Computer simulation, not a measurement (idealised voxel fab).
Module name: voxel trench capacitor (process module)
It is cross-section cut that appears here, measuring 150 nm in width, its square cells being 5 nm in size.
Square cells in a grid make up a cross-section in this document, and the grid is given as bands, listed from the top down, each one or more rows of cells. Read a band's entry like this: the first values are the height of its top and the height of its bottom in nm, and what follows is the sequence of materials from left to right, each with its width in nm. Note that "blank" is empty space, and that a single material marked "throughout" reaches across the band from edge to edge. Where do heights start? At 0: under that level the wafer as delivered is made of one material only. And the lowest band has no floor; it just carries on downward, as in "0..down". Think of "30 to 40" as a width that walks from the first number to the second as you go down the band, top row to bottom row, taking equal-sized steps from row to row. It should be understood that the words "remains unaltered", when stated for a given step, signify that the cross-section underwent no change in any of its cells during that step. Any empty space of 8 cells or more lacking an open way to the top shows up in "Closed void listing" as width x height at distance, distance from the left edge, in nm. Note: text after step settings on the step line = simulator remark on that step. The line of a step may include "overlay nm". On a step with a mask, this value is how far to the right of its planned place the mask lay. A negative value means the mask lay to the left.

## Process steps - plan
1. RECEIVE,material Si
2. CONFORMAL_DEP,material SiN,thk nm 5
3. PATTERN,tone open,mask id TRENCH,material resist,width nm 20,pitch nm 40,thk nm 15,overlay nm 0
4. DIRECTIONAL_ETCH,etch materials SiN,depth nm 5
5. DIRECTIONAL_ETCH,etch materials Si,depth nm 35
6. STRIP,etch materials resist
7. CONFORMAL_DEP,material SiO2,thk nm 5
8. FILL_DEP,material polySi,thk nm 5
9. CMP,height nm 5

## First of the two wafers, run per plan

## Cross-section of the incoming wafer, state after step 1
0..down | Si throughout
Closed void listing: none

## Once step 2 is through, the wafer looks like this in cross-section
5..0 | SiN throughout
Nothing below the height 0 has changed.

## Once step 3 is through, the wafer looks like this in cross-section
20..5 | resist=25  blank=20  resist=20  blank=20  resist=20  blank=20  resist=25
Nothing below the height 5 has changed.

## Once step 4 is through, the wafer looks like this in cross-section
20..5 | resist=25  blank=20  resist=20  blank=20  resist=20  blank=20  resist=25
5..0 | SiN=25  blank=20  SiN=20  blank=20  SiN=20  blank=20  SiN=25
Nothing below the height 0 has changed.

## Once step 5 is through, the wafer looks like this in cross-section
20..5 | resist=25  blank=20  resist=20  blank=20  resist=20  blank=20  resist=25
5..0 | SiN=25  blank=20  SiN=20  blank=20  SiN=20  blank=20  SiN=25
0..-35 | Si=25  blank=20  Si=20  blank=20  Si=20  blank=20  Si=25
Nothing below the height -35 has changed.

## Once step 6 is through, the wafer looks like this in cross-section
5..0 | SiN=25  blank=20  SiN=20  blank=20  SiN=20  blank=20  SiN=25
Nothing below the height 0 has changed.

## Once step 7 is through, the wafer looks like this in cross-section
10..5 | SiO2=30  blank=10  SiO2=30  blank=10  SiO2=30  blank=10  SiO2=30
5..0 | SiN=25  SiO2=5  blank=10  SiO2=5  SiN=20  SiO2=5  blank=10  SiO2=5  SiN=20  SiO2=5  blank=10  SiO2=5  SiN=25
0..-30 | Si=25  SiO2=5  blank=10  SiO2=5  Si=20  SiO2=5  blank=10  SiO2=5  Si=20  SiO2=5  blank=10  SiO2=5  Si=25
-30..-35 | Si=25  SiO2=20  Si=20  SiO2=20  Si=20  SiO2=20  Si=25
Nothing below the height -35 has changed.

## Once step 8 is through, the wafer looks like this in cross-section
15..10 | polySi throughout
10..5 | SiO2=30  polySi=10  SiO2=30  polySi=10  SiO2=30  polySi=10  SiO2=30
5..0 | SiN=25  SiO2=5  polySi=10  SiO2=5  SiN=20  SiO2=5  polySi=10  SiO2=5  SiN=20  SiO2=5  polySi=10  SiO2=5  SiN=25
0..-30 | Si=25  SiO2=5  polySi=10  SiO2=5  Si=20  SiO2=5  polySi=10  SiO2=5  Si=20  SiO2=5  polySi=10  SiO2=5  Si=25
Nothing below the height -30 has changed.

## Once step 9 is through, the wafer looks like this in cross-section
5..0 | SiN=25  SiO2=5  polySi=10  SiO2=5  SiN=20  SiO2=5  polySi=10  SiO2=5  SiN=20  SiO2=5  polySi=10  SiO2=5  SiN=25
Nothing below the height 0 has changed.

## Companion wafer, the second of two: same beginning, same intended sequence, one mistake in carrying it out; through step 4 inclusive it tracks the first exactly

## X-section, second wafer, when step 5 was due to finish
20..5 | resist=25  blank=20  resist=20  blank=20  resist=20  blank=20  resist=25
5..0 | SiN=25  blank=20  SiN=20  blank=20  SiN=20  blank=20  SiN=25
0..-30 | Si=25  blank=20  Si=20  blank=20  Si=20  blank=20  Si=25
Nothing below the height -30 has changed.

## X-section, second wafer, when step 6 was due to finish
5..0 | SiN=25  blank=20  SiN=20  blank=20  SiN=20  blank=20  SiN=25
Nothing below the height 0 has changed.

## X-section, second wafer, when step 7 was due to finish
10..5 | SiO2=30  blank=10  SiO2=30  blank=10  SiO2=30  blank=10  SiO2=30
5..0 | SiN=25  SiO2=5  blank=10  SiO2=5  SiN=20  SiO2=5  blank=10  SiO2=5  SiN=20  SiO2=5  blank=10  SiO2=5  SiN=25
0..-25 | Si=25  SiO2=5  blank=10  SiO2=5  Si=20  SiO2=5  blank=10  SiO2=5  Si=20  SiO2=5  blank=10  SiO2=5  Si=25
-25..-30 | Si=25  SiO2=20  Si=20  SiO2=20  Si=20  SiO2=20  Si=25
Nothing below the height -30 has changed.

## X-section, second wafer, when step 8 was due to finish
15..10 | polySi throughout
10..5 | SiO2=30  polySi=10  SiO2=30  polySi=10  SiO2=30  polySi=10  SiO2=30
5..0 | SiN=25  SiO2=5  polySi=10  SiO2=5  SiN=20  SiO2=5  polySi=10  SiO2=5  SiN=20  SiO2=5  polySi=10  SiO2=5  SiN=25
0..-25 | Si=25  SiO2=5  polySi=10  SiO2=5  Si=20  SiO2=5  polySi=10  SiO2=5  Si=20  SiO2=5  polySi=10  SiO2=5  Si=25
Nothing below the height -25 has changed.

## X-section, second wafer, when step 9 was due to finish
5..0 | SiN=25  SiO2=5  polySi=10  SiO2=5  SiN=20  SiO2=5  polySi=10  SiO2=5  SiN=20  SiO2=5  polySi=10  SiO2=5  SiN=25
Nothing below the height 0 has changed.
Diagnosis: step 5 ran as: DIRECTIONAL_ETCH,etch materials Si,depth nm 30
The final cell counts differ between the wafers, with the second having more or fewer of some materials than the first: +12 Si | -6 SiO2 | -6 polySi
